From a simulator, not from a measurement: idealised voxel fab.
process module | voxel released beams
cross-section cut | 190 nm wide | cells 5 nm
A cross-section is a grid of square cells, given in bands from the top down. A band is one or more rows of cells.
Each band's line starts with the height of the band's top and of its bottom, in nm. Then come its materials from left to right, each with its width in nm. One material with "throughout" fills the band from edge to edge. "air" is empty space.
Height 0 is the level under which the wafer as received is all one material. The lowest band goes on downwards, as in "0 down".
A width such as "30 to 40" changes by the same amount from each row of cells to the next, from the band's top row to its bottom row.
"no change" after a step means that no cell of the cross-section changed.
closed voids: empty space of 8 cells or more with no open way to the top, each as width x height at its distance from the left edge, in nm
after a step's settings: what the simulator itself notes on the step
overlay nm, on a step with a mask: how far to the right of its planned place the mask lay; to the left if negative
plan
1 op RECEIVE | material Si
2 op CONFORMAL_DEP | material Al2O3 | thk nm 5
3 op DIRECTIONAL_DEP | material SiO2 | thk nm 20
4 op MASKED_ETCH | tone open | mask id ANCHOR | width nm 35 | etch materials SiO2 | depth nm 20 | overlay nm 0
5 op CONFORMAL_DEP | material W | thk nm 15
6 op DIRECTIONAL_DEP | material aC | thk nm 10
7 op PATTERN | tone cover | mask id BEAM | material resist | width nm 115 | thk nm 25 | overlay nm 0
8 op DIRECTIONAL_ETCH | etch materials aC | depth nm 10
9 op STRIP | etch materials resist
10 op DIRECTIONAL_ETCH | etch materials W | depth nm 15
11 op STRIP | etch materials aC
12 op STRIP | etch materials SiO2
as received, after step 1
  0 down: Si throughout
  closed voids: none
a wafer at the end: this start, this plan, one mistake
  40 to 25: air 35 | W 55 | air 100
  25 to 20: air 25 | W 15 | SiO2 35 | W 15 | air 100
  20 to 5: air 25 | W 15 | SiO2 35 | W 75 | air 40
  5 to 0: Al2O3 throughout
  0 down: Si throughout
  closed voids: none
what went wrong: step 4 ran as: op MASKED_ETCH | tone cover | mask id ANCHOR | width nm 35 | etch materials SiO2 | depth nm 20 | overlay nm 0
